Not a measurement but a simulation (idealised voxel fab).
process module | voxel wiring stack
cross-section cut | 175 nm wide | cells 5 nm
A cross-section is a grid of square cells, given in bands from the top down. A band is one or more rows of cells.
Each band's line starts with the height of the band's top and of its bottom, in nm. Then come its materials from left to right, each with its width in nm. One material with "throughout" fills the band from edge to edge. "air" is empty space.
Height 0 is the level under which the wafer as received is all one material. The lowest band goes on downwards, as in "0 down".
A width such as "30 to 40" changes by the same amount from each row of cells to the next, from the band's top row to its bottom row.
"no change" after a step means that no cell of the cross-section changed.
closed voids: empty space of 8 cells or more with no open way to the top, each as width x height at its distance from the left edge, in nm
after a step's settings: what the simulator itself notes on the step
overlay nm, on a step with a mask: how far to the right of its planned place the mask lay; to the left if negative
Each pair below shows a cross-section before one step and the cross-section after it, down to the lowest band that changed. The line under each pair gives the step between them, with its settings. The pairs can come from different runs of this module on the same starting wafer, so a pair continues from the pair above only where its "before" says so.
before
  0 down: Si throughout
  closed voids: none
after
  15 to 0: SiO2 throughout
  below 0: unchanged
  closed voids: none
the step between: op CONFORMAL_DEP | material SiO2 | thk nm 15
before: the cross-section after the pair above
after
  20 to 15: TiN throughout
  below 15: unchanged
  closed voids: none
the step between: op DIRECTIONAL_DEP | material TiN | thk nm 5
before: the cross-section after the pair above
after
  45 to 20: Ru throughout
  below 20: unchanged
  closed voids: none
the step between: op DIRECTIONAL_DEP | material Ru | thk nm 25
before: the cross-section after the pair above
after
  60 to 45: aC throughout
  below 45: unchanged
  closed voids: none
the step between: op DIRECTIONAL_DEP | material aC | thk nm 15
before: the cross-section after the pair above
after
  90 to 60: air 45 | resist 30 | air 20 | resist 30 | air 50
  below 60: unchanged
  closed voids: none
the step between: op PATTERN | tone cover | mask id METAL_1 | material resist | width nm 30 | pitch nm 50 | thk nm 30 | overlay nm 0
before: the cross-section after the pair above
after
  75 to 60: air 45 | resist 30 | air 20 | resist 30 | air 50
  60 to 45: air 45 | aC 30 | air 20 | aC 30 | air 50
  below 45: unchanged
  closed voids: none
the step between: op DIRECTIONAL_ETCH | etch materials aC | depth nm 15
before: the cross-section after the pair above
after
  60 to 45: air 45 | aC 30 | air 20 | aC 30 | air 50
  below 45: unchanged
  closed voids: none
the step between: op STRIP | etch materials resist
before: the cross-section after the pair above
after
  60 to 45: air 45 | aC 30 | air 20 | aC 30 | air 50
  45 to 20: air 45 | Ru 30 | air 20 | Ru 30 | air 50
  below 20: unchanged
  closed voids: none
the step between: op DIRECTIONAL_ETCH | etch materials Ru | depth nm 25
before: the cross-section after the pair above
after
  60 to 45: air 45 | aC 30 | air 20 | aC 30 | air 50
  45 to 20: air 45 | Ru 30 | air 20 | Ru 30 | air 50
  20 to 15: air 45 | TiN 30 | air 20 | TiN 30 | air 50
  below 15: unchanged
  closed voids: none
the step between: op DIRECTIONAL_ETCH | etch materials TiN | depth nm 5
before: the cross-section after the pair above
after
  45 to 20: air 45 | Ru 30 | air 20 | Ru 30 | air 50
  below 20: unchanged
  closed voids: none
the step between: op STRIP | etch materials aC
before: the cross-section after the pair above
after
  55 to 45: lowk throughout
  45 to 20: lowk 45 | Ru 30 | lowk 20 | Ru 30 | lowk 50
  20 to 15: lowk 45 | TiN 30 | lowk 20 | TiN 30 | lowk 50
  below 15: unchanged
  closed voids: none
the step between: op FILL_DEP | material lowk | thk nm 10
before: the cross-section after the pair above
after
  45 to 20: lowk 45 | Ru 30 | lowk 20 | Ru 30 | lowk 50
  below 20: unchanged
  closed voids: none
the step between: op CMP | height nm 45
before: the cross-section after the pair above
after
  50 to 45: SiCN throughout
  below 45: unchanged
  closed voids: none
the step between: op CONFORMAL_DEP | material SiCN | thk nm 5
before: the cross-section after the pair above
after
  80 to 50: SiO2 throughout
  below 50: unchanged
  closed voids: none
the step between: op DIRECTIONAL_DEP | material SiO2 | thk nm 30
before: the cross-section after the pair above
after
  80 to 65: SiO2 45 | air 30 | SiO2 20 | air 30 | SiO2 50
  below 65: unchanged
  closed voids: none
the step between: op MASKED_ETCH | tone open | mask id METAL_2 | width nm 30 | pitch nm 50 | etch materials SiO2 | depth nm 15 | overlay nm 0
before: the cross-section after the pair above
after
  100 to 80: resist 45 | air 15 | resist 35 | air 15 | resist 65
  80 to 65: SiO2 45 | air 15 | resist 15 | SiO2 20 | air 15 | resist 15 | SiO2 50
  below 65: unchanged
  closed voids: none
the step between: op PATTERN | tone open | mask id METAL_2_HOLES | material resist | width nm 15 | pitch nm 50 | thk nm 20 | overlay nm 0
before: the cross-section after the pair above
after
  100 to 80: resist 45 | air 15 | resist 35 | air 15 | resist 65
  80 to 65: SiO2 45 | air 15 | resist 15 | SiO2 20 | air 15 | resist 15 | SiO2 50
  65 to 50: SiO2 45 | air 15 | SiO2 35 | air 15 | SiO2 65
  below 50: unchanged
  closed voids: none
the step between: op DIRECTIONAL_ETCH | etch materials SiO2 | depth nm 15
before: the cross-section after the pair above
after
  100 to 80: resist 45 | air 15 | resist 35 | air 15 | resist 65
  80 to 65: SiO2 45 | air 15 | resist 15 | SiO2 20 | air 15 | resist 15 | SiO2 50
  65 to 50: SiO2 45 | air 15 | SiO2 35 | air 15 | SiO2 65
  50 to 45: SiCN 45 | air 15 | SiCN 35 | air 15 | SiCN 65
  below 45: unchanged
  closed voids: none
the step between: op DIRECTIONAL_ETCH | etch materials SiCN | depth nm 5
before: the cross-section after the pair above
after
  80 to 65: SiO2 45 | air 30 | SiO2 20 | air 30 | SiO2 50
  below 65: unchanged
  closed voids: none
the step between: op STRIP | etch materials resist
before: the cross-section after the pair above
after
  85 to 80: TiN 50 | air 20 | TiN 30 | air 20 | TiN 55
  80 to 70: SiO2 45 | TiN 5 | air 20 | TiN 5 | SiO2 20 | TiN 5 | air 20 | TiN 5 | SiO2 50
  70 to 65: SiO2 45 | TiN 5 | air 5 | TiN 20 | SiO2 20 | TiN 5 | air 5 | TiN 20 | SiO2 50
  65 to 50: SiO2 45 | TiN 5 | air 5 | TiN 5 | SiO2 35 | TiN 5 | air 5 | TiN 5 | SiO2 65
  50 to 45: SiCN 45 | TiN 15 | SiCN 35 | TiN 15 | SiCN 65
  below 45: unchanged
  closed voids: none
the step between: op CONFORMAL_DEP | material TiN | thk nm 5
before: the cross-section after the pair above
after
  95 to 85: Ru throughout
  85 to 80: TiN 50 | Ru 20 | TiN 30 | Ru 20 | TiN 55
  80 to 70: SiO2 45 | TiN 5 | Ru 20 | TiN 5 | SiO2 20 | TiN 5 | Ru 20 | TiN 5 | SiO2 50
  70 to 65: SiO2 45 | TiN 5 | Ru 5 | TiN 20 | SiO2 20 | TiN 5 | Ru 5 | TiN 20 | SiO2 50
  65 to 50: SiO2 45 | TiN 5 | Ru 5 | TiN 5 | SiO2 35 | TiN 5 | Ru 5 | TiN 5 | SiO2 65
  below 50: unchanged
  closed voids: none
the step between: op FILL_DEP | material Ru | thk nm 10
before: the cross-section after the pair above
after
  80 to 70: SiO2 45 | TiN 5 | Ru 20 | TiN 5 | SiO2 20 | TiN 5 | Ru 20 | TiN 5 | SiO2 50
  below 70: unchanged
  closed voids: none
the step between: op CMP | height nm 80
before: the cross-section after the pair above
after
  85 to 80: SiCN throughout
  below 80: unchanged
  closed voids: none
the step between: op CONFORMAL_DEP | material SiCN | thk nm 5
before: the cross-section after the pair above
after
  95 to 85: lowk throughout
  below 85: unchanged
  closed voids: none
the step between: op DIRECTIONAL_DEP | material lowk | thk nm 10
before: the cross-section after the pair above
after
  115 to 95: resist 45 | air 15 | resist 115
  below 95: unchanged
  closed voids: none
the step between: op PATTERN | tone open | mask id PLUG_2 | material resist | width nm 15 | thk nm 20 | overlay nm 0
before: the cross-section after the pair above
after
  115 to 95: resist 45 | air 15 | resist 115
  95 to 85: lowk 45 | air 15 | lowk 115
  below 85: unchanged
  closed voids: none
the step between: op DIRECTIONAL_ETCH | etch materials lowk | depth nm 10
before: the cross-section after the pair above
after
  115 to 95: resist 45 | air 15 | resist 115
  95 to 85: lowk 45 | air 15 | lowk 115
  85 to 80: SiCN 45 | air 15 | SiCN 115
  below 80: unchanged
  closed voids: none
the step between: op DIRECTIONAL_ETCH | etch materials SiCN | depth nm 5
before: the cross-section after the pair above
after
  95 to 85: lowk 45 | air 15 | lowk 115
  below 85: unchanged
  closed voids: none
the step between: op STRIP | etch materials resist
before: the cross-section after the pair above
after
  95 to 90: lowk 45 | air 15 | lowk 115
  90 to 85: lowk 45 | Ru 15 | lowk 115
  85 to 80: SiCN 45 | Ru 15 | SiCN 115
  below 80: unchanged
  closed voids: none
the step between: op EPI | material Ru | thk nm 10
before: the cross-section after the pair above
after
  95 to 85: lowk 45 | Ru 15 | lowk 115
  below 85: unchanged
  closed voids: none
the step between: op EPI | material Ru | thk nm 5
before: the cross-section after the pair above
after
  100 to 95: TiN throughout
  below 95: unchanged
  closed voids: none
the step between: op DIRECTIONAL_DEP | material TiN | thk nm 5
before: the cross-section after the pair above
after
  120 to 100: Ru throughout
  below 100: unchanged
  closed voids: none
the step between: op DIRECTIONAL_DEP | material Ru | thk nm 20
before: the cross-section after the pair above
after
  130 to 120: aC throughout
  below 120: unchanged
  closed voids: none
the step between: op DIRECTIONAL_DEP | material aC | thk nm 10
before: the cross-section after the pair above
after
  160 to 130: air 45 | resist 30 | air 20 | resist 30 | air 50
  below 130: unchanged
  closed voids: none
the step between: op PATTERN | tone cover | mask id METAL_3 | material resist | width nm 30 | pitch nm 50 | thk nm 30 | overlay nm 0
before: the cross-section after the pair above
after
  150 to 130: air 45 | resist 30 | air 20 | resist 30 | air 50
  130 to 120: air 45 | aC 30 | air 20 | aC 30 | air 50
  below 120: unchanged
  closed voids: none
the step between: op DIRECTIONAL_ETCH | etch materials aC | depth nm 10
before: the cross-section after the pair above
after
  130 to 120: air 45 | aC 30 | air 20 | aC 30 | air 50
  below 120: unchanged
  closed voids: none
the step between: op STRIP | etch materials resist
before: the cross-section after the pair above
after
  130 to 120: air 45 | aC 30 | air 20 | aC 30 | air 50
  120 to 100: air 45 | Ru 30 | air 20 | Ru 30 | air 50
  below 100: unchanged
  closed voids: none
the step between: op DIRECTIONAL_ETCH | etch materials Ru | depth nm 20
before: the cross-section after the pair above
after
  130 to 120: air 45 | aC 30 | air 20 | aC 30 | air 50
  120 to 100: air 45 | Ru 30 | air 20 | Ru 30 | air 50
  100 to 95: air 45 | TiN 30 | air 20 | TiN 30 | air 50
  below 95: unchanged
  closed voids: none
the step between: op DIRECTIONAL_ETCH | etch materials TiN | depth nm 5
before: the cross-section after the pair above
after
  120 to 100: air 45 | Ru 30 | air 20 | Ru 30 | air 50
  below 100: unchanged
  closed voids: none
the step between: op STRIP | etch materials aC
before: the cross-section after the pair above
after
  125 to 120: lowk throughout
  120 to 100: lowk 45 | Ru 30 | lowk 20 | Ru 30 | lowk 50
  100 to 95: lowk 45 | TiN 30 | lowk 20 | TiN 30 | lowk 50
  below 95: unchanged
  closed voids: none
the step between: op FILL_DEP | material lowk | thk nm 5
before: the cross-section after the pair above
after
  120 to 100: lowk 45 | Ru 30 | lowk 20 | Ru 30 | lowk 50
  below 100: unchanged
  closed voids: none
the step between: op CMP | height nm 120
before: the cross-section after the pair above
after
  125 to 120: SiCN throughout
  below 120: unchanged
  closed voids: none
the step between: op CONFORMAL_DEP | material SiCN | thk nm 5
before
  15 to 0: SiO2 throughout
  0 down: Si throughout
  closed voids: none
after
  40 to 15: Ru throughout
  below 15: unchanged
  closed voids: none
the step between: op DIRECTIONAL_DEP | material Ru | thk nm 25
before: the cross-section after the pair above
after
  55 to 40: aC throughout
  below 40: unchanged
  closed voids: none
the step between: op DIRECTIONAL_DEP | material aC | thk nm 15
before: the cross-section after the pair above
after
  85 to 55: air 45 | resist 30 | air 20 | resist 30 | air 50
  below 55: unchanged
  closed voids: none
the step between: op PATTERN | tone cover | mask id METAL_1 | material resist | width nm 30 | pitch nm 50 | thk nm 30 | overlay nm 0
before: the cross-section after the pair above
after
  70 to 55: air 45 | resist 30 | air 20 | resist 30 | air 50
  55 to 40: air 45 | aC 30 | air 20 | aC 30 | air 50
  below 40: unchanged
  closed voids: none
the step between: op DIRECTIONAL_ETCH | etch materials aC | depth nm 15
before: the cross-section after the pair above
after
  55 to 40: air 45 | aC 30 | air 20 | aC 30 | air 50
  below 40: unchanged
  closed voids: none
the step between: op STRIP | etch materials resist
before: the cross-section after the pair above
after
  55 to 40: air 45 | aC 30 | air 20 | aC 30 | air 50
  40 to 15: air 45 | Ru 30 | air 20 | Ru 30 | air 50
  below 15: unchanged
  closed voids: none
the step between: op DIRECTIONAL_ETCH | etch materials Ru | depth nm 25
before: the cross-section after the pair above
after
  40 to 15: air 45 | Ru 30 | air 20 | Ru 30 | air 50
  below 15: unchanged
  closed voids: none
the step between: op STRIP | etch materials aC
before: the cross-section after the pair above
after
  50 to 40: lowk throughout
  40 to 15: lowk 45 | Ru 30 | lowk 20 | Ru 30 | lowk 50
  below 15: unchanged
  closed voids: none
the step between: op FILL_DEP | material lowk | thk nm 10
before: the cross-section after the pair above
after
  45 to 40: lowk throughout
  below 40: unchanged
  closed voids: none
the step between: op CMP | height nm 45
before: the cross-section after the pair above
after
  50 to 45: SiCN throughout
  below 45: unchanged
  closed voids: none
the step between: op CONFORMAL_DEP | material SiCN | thk nm 5
before: the cross-section after the pair above
after
  80 to 50: SiO2 throughout
  below 50: unchanged
  closed voids: none
the step between: op DIRECTIONAL_DEP | material SiO2 | thk nm 30
before: the cross-section after the pair above
after
  80 to 65: SiO2 45 | air 30 | SiO2 20 | air 30 | SiO2 50
  below 65: unchanged
  closed voids: none
the step between: op MASKED_ETCH | tone open | mask id METAL_2 | width nm 30 | pitch nm 50 | etch materials SiO2 | depth nm 15 | overlay nm 0
before: the cross-section after the pair above
after
  100 to 80: resist 45 | air 15 | resist 35 | air 15 | resist 65
  80 to 65: SiO2 45 | air 15 | resist 15 | SiO2 20 | air 15 | resist 15 | SiO2 50
  below 65: unchanged
  closed voids: none
the step between: op PATTERN | tone open | mask id METAL_2_HOLES | material resist | width nm 15 | pitch nm 50 | thk nm 20 | overlay nm 0
before: the cross-section after the pair above
after
  100 to 80: resist 45 | air 15 | resist 35 | air 15 | resist 65
  80 to 65: SiO2 45 | air 15 | resist 15 | SiO2 20 | air 15 | resist 15 | SiO2 50
  65 to 50: SiO2 45 | air 15 | SiO2 35 | air 15 | SiO2 65
  below 50: unchanged
  closed voids: none
the step between: op DIRECTIONAL_ETCH | etch materials SiO2 | depth nm 15
before: the cross-section after the pair above
after
  100 to 80: resist 45 | air 15 | resist 35 | air 15 | resist 65
  80 to 65: SiO2 45 | air 15 | resist 15 | SiO2 20 | air 15 | resist 15 | SiO2 50
  65 to 50: SiO2 45 | air 15 | SiO2 35 | air 15 | SiO2 65
  50 to 45: SiCN 45 | air 15 | SiCN 35 | air 15 | SiCN 65
  below 45: unchanged
  closed voids: none
the step between: op DIRECTIONAL_ETCH | etch materials SiCN | depth nm 5
before: the cross-section after the pair above
after
  80 to 65: SiO2 45 | air 30 | SiO2 20 | air 30 | SiO2 50
  below 65: unchanged
  closed voids: none
the step between: op STRIP | etch materials resist
before: the cross-section after the pair above
after
  85 to 80: TiN 50 | air 20 | TiN 30 | air 20 | TiN 55
  80 to 70: SiO2 45 | TiN 5 | air 20 | TiN 5 | SiO2 20 | TiN 5 | air 20 | TiN 5 | SiO2 50
  70 to 65: SiO2 45 | TiN 5 | air 5 | TiN 20 | SiO2 20 | TiN 5 | air 5 | TiN 20 | SiO2 50
  65 to 50: SiO2 45 | TiN 5 | air 5 | TiN 5 | SiO2 35 | TiN 5 | air 5 | TiN 5 | SiO2 65
  50 to 45: SiCN 45 | TiN 15 | SiCN 35 | TiN 15 | SiCN 65
  below 45: unchanged
  closed voids: none
the step between: op CONFORMAL_DEP | material TiN | thk nm 5
before: the cross-section after the pair above
after
  95 to 85: Ru throughout
  85 to 80: TiN 50 | Ru 20 | TiN 30 | Ru 20 | TiN 55
  80 to 70: SiO2 45 | TiN 5 | Ru 20 | TiN 5 | SiO2 20 | TiN 5 | Ru 20 | TiN 5 | SiO2 50
  70 to 65: SiO2 45 | TiN 5 | Ru 5 | TiN 20 | SiO2 20 | TiN 5 | Ru 5 | TiN 20 | SiO2 50
  65 to 50: SiO2 45 | TiN 5 | Ru 5 | TiN 5 | SiO2 35 | TiN 5 | Ru 5 | TiN 5 | SiO2 65
  below 50: unchanged
  closed voids: none
the step between: op FILL_DEP | material Ru | thk nm 10
before: the cross-section after the pair above
after
  80 to 70: SiO2 45 | TiN 5 | Ru 20 | TiN 5 | SiO2 20 | TiN 5 | Ru 20 | TiN 5 | SiO2 50
  below 70: unchanged
  closed voids: none
the step between: op CMP | height nm 80
before: the cross-section after the pair above
after
  85 to 80: SiCN throughout
  below 80: unchanged
  closed voids: none
the step between: op CONFORMAL_DEP | material SiCN | thk nm 5
before: the cross-section after the pair above
after
  95 to 85: lowk throughout
  below 85: unchanged
  closed voids: none
the step between: op DIRECTIONAL_DEP | material lowk | thk nm 10
before: the cross-section after the pair above
after
  115 to 95: resist 45 | air 15 | resist 115
  below 95: unchanged
  closed voids: none
the step between: op PATTERN | tone open | mask id PLUG_2 | material resist | width nm 15 | thk nm 20 | overlay nm 0
before: the cross-section after the pair above
after
  115 to 95: resist 45 | air 15 | resist 115
  95 to 85: lowk 45 | air 15 | lowk 115
  below 85: unchanged
  closed voids: none
the step between: op DIRECTIONAL_ETCH | etch materials lowk | depth nm 10
before: the cross-section after the pair above
after
  115 to 95: resist 45 | air 15 | resist 115
  95 to 85: lowk 45 | air 15 | lowk 115
  85 to 80: SiCN 45 | air 15 | SiCN 115
  below 80: unchanged
  closed voids: none
the step between: op DIRECTIONAL_ETCH | etch materials SiCN | depth nm 5
before: the cross-section after the pair above
after
  95 to 85: lowk 45 | air 15 | lowk 115
  below 85: unchanged
  closed voids: none
the step between: op STRIP | etch materials resist
before: the cross-section after the pair above
after
  95 to 90: lowk 45 | air 15 | lowk 115
  90 to 85: lowk 45 | Ru 15 | lowk 115
  85 to 80: SiCN 45 | Ru 15 | SiCN 115
  below 80: unchanged
  closed voids: none
the step between: op EPI | material Ru | thk nm 10
before: the cross-section after the pair above
after
  95 to 85: lowk 45 | Ru 15 | lowk 115
  below 85: unchanged
  closed voids: none
the step between: op EPI | material Ru | thk nm 5
before: the cross-section after the pair above
after
  100 to 95: TiN throughout
  below 95: unchanged
  closed voids: none
the step between: op DIRECTIONAL_DEP | material TiN | thk nm 5
before: the cross-section after the pair above
after
  120 to 100: Ru throughout
  below 100: unchanged
  closed voids: none
the step between: op DIRECTIONAL_DEP | material Ru | thk nm 20
before: the cross-section after the pair above
after
  130 to 120: aC throughout
  below 120: unchanged
  closed voids: none
the step between: op DIRECTIONAL_DEP | material aC | thk nm 10
before: the cross-section after the pair above
after
  160 to 130: air 45 | resist 30 | air 20 | resist 30 | air 50
  below 130: unchanged
  closed voids: none
the step between: op PATTERN | tone cover | mask id METAL_3 | material resist | width nm 30 | pitch nm 50 | thk nm 30 | overlay nm 0
before: the cross-section after the pair above
after
  150 to 130: air 45 | resist 30 | air 20 | resist 30 | air 50
  130 to 120: air 45 | aC 30 | air 20 | aC 30 | air 50
  below 120: unchanged
  closed voids: none
the step between: op DIRECTIONAL_ETCH | etch materials aC | depth nm 10
before: the cross-section after the pair above
after
  130 to 120: air 45 | aC 30 | air 20 | aC 30 | air 50
  below 120: unchanged
  closed voids: none
the step between: op STRIP | etch materials resist
before: the cross-section after the pair above
after
  130 to 120: air 45 | aC 30 | air 20 | aC 30 | air 50
  120 to 100: air 45 | Ru 30 | air 20 | Ru 30 | air 50
  below 100: unchanged
  closed voids: none
the step between: op DIRECTIONAL_ETCH | etch materials Ru | depth nm 20
before: the cross-section after the pair above
after
  130 to 120: air 45 | aC 30 | air 20 | aC 30 | air 50
  120 to 100: air 45 | Ru 30 | air 20 | Ru 30 | air 50
  100 to 95: air 45 | TiN 30 | air 20 | TiN 30 | air 50
  below 95: unchanged
  closed voids: none
the step between: op DIRECTIONAL_ETCH | etch materials TiN | depth nm 5
before: the cross-section after the pair above
after
  120 to 100: air 45 | Ru 30 | air 20 | Ru 30 | air 50
  below 100: unchanged
  closed voids: none
the step between: op STRIP | etch materials aC
before: the cross-section after the pair above
after
  125 to 120: lowk throughout
  120 to 100: lowk 45 | Ru 30 | lowk 20 | Ru 30 | lowk 50
  100 to 95: lowk 45 | TiN 30 | lowk 20 | TiN 30 | lowk 50
  below 95: unchanged
  closed voids: none
the step between: op FILL_DEP | material lowk | thk nm 5
before: the cross-section after the pair above
after
  120 to 100: lowk 45 | Ru 30 | lowk 20 | Ru 30 | lowk 50
  below 100: unchanged
  closed voids: none
the step between: op CMP | height nm 120
before: the cross-section after the pair above
after
  125 to 120: SiCN throughout
  below 120: unchanged
  closed voids: none
the step between: op CONFORMAL_DEP | material SiCN | thk nm 5
before
  15 to 0: SiO2 throughout
  0 down: Si throughout
  closed voids: none
after
  30 to 0: SiO2 throughout
  below 0: unchanged
  closed voids: none
the step between: op CONFORMAL_DEP | material SiO2 | thk nm 15
before: the cross-section after the pair above
after
  35 to 30: TiN throughout
  below 30: unchanged
  closed voids: none
the step between: op DIRECTIONAL_DEP | material TiN | thk nm 5
before: the cross-section after the pair above
after
  60 to 35: Ru throughout
  below 35: unchanged
  closed voids: none
the step between: op DIRECTIONAL_DEP | material Ru | thk nm 25
before: the cross-section after the pair above
after
  75 to 60: aC throughout
  below 60: unchanged
  closed voids: none
the step between: op DIRECTIONAL_DEP | material aC | thk nm 15
before: the cross-section after the pair above
after
  105 to 75: air 45 | resist 30 | air 20 | resist 30 | air 50
  below 75: unchanged
  closed voids: none
the step between: op PATTERN | tone cover | mask id METAL_1 | material resist | width nm 30 | pitch nm 50 | thk nm 30 | overlay nm 0
before: the cross-section after the pair above
after
  90 to 75: air 45 | resist 30 | air 20 | resist 30 | air 50
  75 to 60: air 45 | aC 30 | air 20 | aC 30 | air 50
  below 60: unchanged
  closed voids: none
the step between: op DIRECTIONAL_ETCH | etch materials aC | depth nm 15
before: the cross-section after the pair above
after
  75 to 60: air 45 | aC 30 | air 20 | aC 30 | air 50
  below 60: unchanged
  closed voids: none
the step between: op STRIP | etch materials resist
before: the cross-section after the pair above
after
  75 to 60: air 45 | aC 30 | air 20 | aC 30 | air 50
  60 to 35: air 45 | Ru 30 | air 20 | Ru 30 | air 50
  below 35: unchanged
  closed voids: none
the step between: op DIRECTIONAL_ETCH | etch materials Ru | depth nm 25
before: the cross-section after the pair above
after
  75 to 60: air 45 | aC 30 | air 20 | aC 30 | air 50
  60 to 35: air 45 | Ru 30 | air 20 | Ru 30 | air 50
  35 to 30: air 45 | TiN 30 | air 20 | TiN 30 | air 50
  below 30: unchanged
  closed voids: none
the step between: op DIRECTIONAL_ETCH | etch materials TiN | depth nm 5
before: the cross-section after the pair above
after
  60 to 35: air 45 | Ru 30 | air 20 | Ru 30 | air 50
  below 35: unchanged
  closed voids: none
the step between: op STRIP | etch materials aC
before: the cross-section after the pair above
after
  70 to 60: lowk throughout
  60 to 35: lowk 45 | Ru 30 | lowk 20 | Ru 30 | lowk 50
  35 to 30: lowk 45 | TiN 30 | lowk 20 | TiN 30 | lowk 50
  below 30: unchanged
  closed voids: none
the step between: op FILL_DEP | material lowk | thk nm 10
before: the cross-section after the pair above
after
  45 to 35: lowk 45 | Ru 30 | lowk 20 | Ru 30 | lowk 50
  below 35: unchanged
  closed voids: none
the step between: op CMP | height nm 45
before: the cross-section after the pair above
after
  50 to 45: SiCN throughout
  below 45: unchanged
  closed voids: none
the step between: op CONFORMAL_DEP | material SiCN | thk nm 5
before: the cross-section after the pair above
after
  80 to 50: SiO2 throughout
  below 50: unchanged
  closed voids: none
the step between: op DIRECTIONAL_DEP | material SiO2 | thk nm 30
before: the cross-section after the pair above
after
  80 to 65: SiO2 45 | air 30 | SiO2 20 | air 30 | SiO2 50
  below 65: unchanged
  closed voids: none
the step between: op MASKED_ETCH | tone open | mask id METAL_2 | width nm 30 | pitch nm 50 | etch materials SiO2 | depth nm 15 | overlay nm 0
before: the cross-section after the pair above
after
  100 to 80: resist 45 | air 15 | resist 35 | air 15 | resist 65
  80 to 65: SiO2 45 | air 15 | resist 15 | SiO2 20 | air 15 | resist 15 | SiO2 50
  below 65: unchanged
  closed voids: none
the step between: op PATTERN | tone open | mask id METAL_2_HOLES | material resist | width nm 15 | pitch nm 50 | thk nm 20 | overlay nm 0
before: the cross-section after the pair above
after
  100 to 80: resist 45 | air 15 | resist 35 | air 15 | resist 65
  80 to 65: SiO2 45 | air 15 | resist 15 | SiO2 20 | air 15 | resist 15 | SiO2 50
  65 to 50: SiO2 45 | air 15 | SiO2 35 | air 15 | SiO2 65
  below 50: unchanged
  closed voids: none
the step between: op DIRECTIONAL_ETCH | etch materials SiO2 | depth nm 15
before: the cross-section after the pair above
after
  100 to 80: resist 45 | air 15 | resist 35 | air 15 | resist 65
  80 to 65: SiO2 45 | air 15 | resist 15 | SiO2 20 | air 15 | resist 15 | SiO2 50
  65 to 50: SiO2 45 | air 15 | SiO2 35 | air 15 | SiO2 65
  50 to 45: SiCN 45 | air 15 | SiCN 35 | air 15 | SiCN 65
  below 45: unchanged
  closed voids: none
the step between: op DIRECTIONAL_ETCH | etch materials SiCN | depth nm 5
before: the cross-section after the pair above
after
  80 to 65: SiO2 45 | air 30 | SiO2 20 | air 30 | SiO2 50
  below 65: unchanged
  closed voids: none
the step between: op STRIP | etch materials resist
before: the cross-section after the pair above
after
  85 to 80: TiN 50 | air 20 | TiN 30 | air 20 | TiN 55
  80 to 70: SiO2 45 | TiN 5 | air 20 | TiN 5 | SiO2 20 | TiN 5 | air 20 | TiN 5 | SiO2 50
  70 to 65: SiO2 45 | TiN 5 | air 5 | TiN 20 | SiO2 20 | TiN 5 | air 5 | TiN 20 | SiO2 50
  65 to 50: SiO2 45 | TiN 5 | air 5 | TiN 5 | SiO2 35 | TiN 5 | air 5 | TiN 5 | SiO2 65
  50 to 45: SiCN 45 | TiN 15 | SiCN 35 | TiN 15 | SiCN 65
  below 45: unchanged
  closed voids: none
the step between: op CONFORMAL_DEP | material TiN | thk nm 5
before: the cross-section after the pair above
after
  95 to 85: Ru throughout
  85 to 80: TiN 50 | Ru 20 | TiN 30 | Ru 20 | TiN 55
  80 to 70: SiO2 45 | TiN 5 | Ru 20 | TiN 5 | SiO2 20 | TiN 5 | Ru 20 | TiN 5 | SiO2 50
  70 to 65: SiO2 45 | TiN 5 | Ru 5 | TiN 20 | SiO2 20 | TiN 5 | Ru 5 | TiN 20 | SiO2 50
  65 to 50: SiO2 45 | TiN 5 | Ru 5 | TiN 5 | SiO2 35 | TiN 5 | Ru 5 | TiN 5 | SiO2 65
  below 50: unchanged
  closed voids: none
the step between: op FILL_DEP | material Ru | thk nm 10
before: the cross-section after the pair above
after
  80 to 70: SiO2 45 | TiN 5 | Ru 20 | TiN 5 | SiO2 20 | TiN 5 | Ru 20 | TiN 5 | SiO2 50
  below 70: unchanged
  closed voids: none
the step between: op CMP | height nm 80
before: the cross-section after the pair above
after
  85 to 80: SiCN throughout
  below 80: unchanged
  closed voids: none
the step between: op CONFORMAL_DEP | material SiCN | thk nm 5
before: the cross-section after the pair above
after
  95 to 85: lowk throughout
  below 85: unchanged
  closed voids: none
the step between: op DIRECTIONAL_DEP | material lowk | thk nm 10
before: the cross-section after the pair above
after
  115 to 95: resist 45 | air 15 | resist 115
  below 95: unchanged
  closed voids: none
the step between: op PATTERN | tone open | mask id PLUG_2 | material resist | width nm 15 | thk nm 20 | overlay nm 0
before: the cross-section after the pair above
after
  115 to 95: resist 45 | air 15 | resist 115
  95 to 85: lowk 45 | air 15 | lowk 115
  below 85: unchanged
  closed voids: none
the step between: op DIRECTIONAL_ETCH | etch materials lowk | depth nm 10
before: the cross-section after the pair above
after
  115 to 95: resist 45 | air 15 | resist 115
  95 to 85: lowk 45 | air 15 | lowk 115
  85 to 80: SiCN 45 | air 15 | SiCN 115
  below 80: unchanged
  closed voids: none
the step between: op DIRECTIONAL_ETCH | etch materials SiCN | depth nm 5
before: the cross-section after the pair above
after
  95 to 85: lowk 45 | air 15 | lowk 115
  below 85: unchanged
  closed voids: none
the step between: op STRIP | etch materials resist
before: the cross-section after the pair above
after
  95 to 90: lowk 45 | air 15 | lowk 115
  90 to 85: lowk 45 | Ru 15 | lowk 115
  85 to 80: SiCN 45 | Ru 15 | SiCN 115
  below 80: unchanged
  closed voids: none
the step between: op EPI | material Ru | thk nm 10
before: the cross-section after the pair above
after
  95 to 85: lowk 45 | Ru 15 | lowk 115
  below 85: unchanged
  closed voids: none
the step between: op EPI | material Ru | thk nm 5
before: the cross-section after the pair above
after
  100 to 95: TiN throughout
  below 95: unchanged
  closed voids: none
the step between: op DIRECTIONAL_DEP | material TiN | thk nm 5
before: the cross-section after the pair above
after
  120 to 100: Ru throughout
  below 100: unchanged
  closed voids: none
the step between: op DIRECTIONAL_DEP | material Ru | thk nm 20
before: the cross-section after the pair above
after
  130 to 120: aC throughout
  below 120: unchanged
  closed voids: none
the step between: op DIRECTIONAL_DEP | material aC | thk nm 10
before: the cross-section after the pair above
after
  160 to 130: air 45 | resist 30 | air 20 | resist 30 | air 50
  below 130: unchanged
  closed voids: none
the step between: op PATTERN | tone cover | mask id METAL_3 | material resist | width nm 30 | pitch nm 50 | thk nm 30 | overlay nm 0
before: the cross-section after the pair above
after
  150 to 130: air 45 | resist 30 | air 20 | resist 30 | air 50
  130 to 120: air 45 | aC 30 | air 20 | aC 30 | air 50
  below 120: unchanged
  closed voids: none
the step between: op DIRECTIONAL_ETCH | etch materials aC | depth nm 10
before: the cross-section after the pair above
after
  130 to 120: air 45 | aC 30 | air 20 | aC 30 | air 50
  below 120: unchanged
  closed voids: none
the step between: op STRIP | etch materials resist
before: the cross-section after the pair above
after
  130 to 120: air 45 | aC 30 | air 20 | aC 30 | air 50
  120 to 100: air 45 | Ru 30 | air 20 | Ru 30 | air 50
  below 100: unchanged
  closed voids: none
the step between: op DIRECTIONAL_ETCH | etch materials Ru | depth nm 20
